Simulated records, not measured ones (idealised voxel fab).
The process module presented herein is designated voxel self aligned contacts.
Displayed cross-section: cut, width of 230 nm, square cells sized 5 nm.
Cross-section = grid of square cells, listed top down in bands; band = one or more rows. What a band's entry tells you: where the top is and where the bottom is, as heights in nm, and after that what lies inside, material by material from left to right, each with its width in nm. Empty space is written as the word "empty", and a single material marked with the word "edge to edge" occupies the band from edge to edge. It should be noted that heights are counted from 0, beneath which the wafer as supplied is of one material throughout, and that the lowest band possesses no lower boundary but continues downward, as written in "0 nm and below". When a width is written as two numbers, as in "30 to 40", the first number is the width in the top row of cells of the band and the second is the width in its bottom row, and the width changes by the same amount from each row to the next. Step note "identical to before" = no cross-section cell changed. The entry titled "Unvented voids" provides the empty spaces that have no open way to the top, restricted to those of 8 cells or more. Each is presented as width x height at distance, the distance being measured from the left edge, with all three in nm. On a step's line, text after the settings is the simulator commenting on that step. The optional step-line setting "overlay nm" applies to steps with a mask and quantifies how far to the right of its planned location the mask lay, a negative value indicating leftward placement.

-- Process steps foreseen in the plan
1 RECEIVE: material Si
2 CONFORMAL_DEP: material SiO2, thk nm 5
3 DIRECTIONAL_DEP: material polySi, thk nm 30
4 DIRECTIONAL_DEP: material SiN, thk nm 15
5 DIRECTIONAL_DEP: material aC, thk nm 15
6 PATTERN: tone cover, mask id GATE, material resist, width nm 25, pitch nm 55, thk nm 35, overlay nm 0
7 DIRECTIONAL_ETCH: etch materials aC, depth nm 15
8 STRIP: etch materials resist
9 DIRECTIONAL_ETCH: etch materials SiN, depth nm 15
10 DIRECTIONAL_ETCH: etch materials polySi, depth nm 30
11 STRIP: etch materials aC
12 CONFORMAL_DEP: material SiN, thk nm 5
13 DIRECTIONAL_ETCH: etch materials SiN, depth nm 5
14 FILL_DEP: material SiO2, thk nm 20
15 CMP: height nm 60
16 DIRECTIONAL_DEP: material aC, thk nm 10
17 PATTERN: tone open, mask id CONTACT, material resist, width nm 40, thk nm 30, overlay nm 0
18 DIRECTIONAL_ETCH: etch materials aC, depth nm 10
19 STRIP: etch materials resist
20 DIRECTIONAL_ETCH: etch materials SiO2, depth nm 60
21 STRIP: etch materials aC
22 CONFORMAL_DEP: material TiN, thk nm 5
23 FILL_DEP: material W, thk nm 10
24 CMP: height nm 60
25 CONFORMAL_DEP: material SiN, thk nm 5

-- Step 1 complete: cross-section of the wafer as received
> 0 nm and below = Si edge to edge
> Unvented voids: none

-- Below is the wafer in cross-section after the module was completed. It began from the starting point shown above and followed the plan shown above, except that one mistake was made while running it
> 65 nm to 60 nm = SiN edge to edge
> 60 nm to 50 nm = 90 to 65 W | 5 to 30 TiN | 40 SiO2 | 5 to 30 TiN | 90 to 65 W
> 50 nm to 35 nm = 65 W | 5 TiN | 35 SiN | 20 SiO2 | 35 SiN | 5 TiN | 65 W
> 35 nm to 5 nm = 65 W | 5 TiN | 5 SiN | 25 polySi | 5 SiN | 20 SiO2 | 5 SiN | 25 polySi | 5 SiN | 5 TiN | 65 W
> 5 nm to 0 nm = 70 TiN | 90 SiO2 | 70 TiN
> 0 nm and below = Si edge to edge
> Unvented voids: none
What was done differently from what was planned? it should be noted that step 17 was executed with settings other than those planned, the operation and settings actually applied being PATTERN: tone cover, mask id CONTACT, material resist, width nm 40, thk nm 30, overlay nm 0
